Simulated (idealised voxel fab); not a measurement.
You're looking at the process module voxel released beams.
It is cross-section cut that appears here, measuring 150 nm in width, its square cells being 5 nm in size.
How to read a cross-section here: the picture is a grid of square cells, written as bands going from the top down, and any band can span one or more rows of cells. Each band's line starts with the height of the band's top and of its bottom, in nm. Then come its materials from left to right, each with its width in nm. One material with "full width" fills the band from edge to edge. "air" is empty space. Heads up on the height convention: 0 is the point under which the incoming wafer is all one material, and the lowest band has no bottom, it just keeps going down, like "0 -> down". The width entry "30->40" should be interpreted row by row: the top row of cells in the band takes the first number, the bottom row takes the second number, and the change between adjacent rows is uniform throughout. Where a step carries "stayed the same", the cross-section came out of it unchanged, cell for cell. "Sealed-off cavities" enumerates empty spaces isolated from the top, with no open way to it, that contain at least 8 cells, giving each as width x height at distance from the left edge, all three in nm. Whatever follows a step's settings on its line is a remark the simulator itself makes about that step. The setting "overlay nm" may be written on the line of a step. When the step uses a mask, the value reports how far to the right of the planned place the mask lay, and a negative value reports that it lay to the left.
# These are the steps we planned for the process
1. RECEIVE (material Si)
2. CONFORMAL_DEP (material Al2O3; thk nm 10)
3. DIRECTIONAL_DEP (material SiO2; thk nm 10)
4. PATTERN (tone open; mask id ANCHOR; material resist; width nm 35; thk nm 15; overlay nm 0)
5. DIRECTIONAL_ETCH (etch materials SiO2; depth nm 10)
6. STRIP (etch materials resist)
7. CONFORMAL_DEP (material polySi; thk nm 10)
8. MASKED_ETCH (tone cover; mask id BEAM; width nm 80; etch materials polySi; depth nm 10; overlay nm 0)
9. STRIP (etch materials SiO2)
# Cross-sectional view of the wafer in its as-received condition, corresponding to the state after step 1
> 0 -> down: Si full width
> Sealed-off cavities: none
# Same starting wafer, same plan as above, one mistake in the execution; this is the cross-section at the end of the module
> 30 -> 20: air: 30; polySi: 10; air: 25; polySi: 45; air: 40
> 20 -> 10: air: 30; polySi: 45; air: 75
> 10 -> 0: Al2O3 full width
> 0 -> down: Si full width
> Sealed-off cavities: none
Finding, execution versus plan: step 4 changed vs plan, executed as PATTERN (tone open; mask id ANCHOR; material resist; width nm 45; thk nm 15; overlay nm 0)
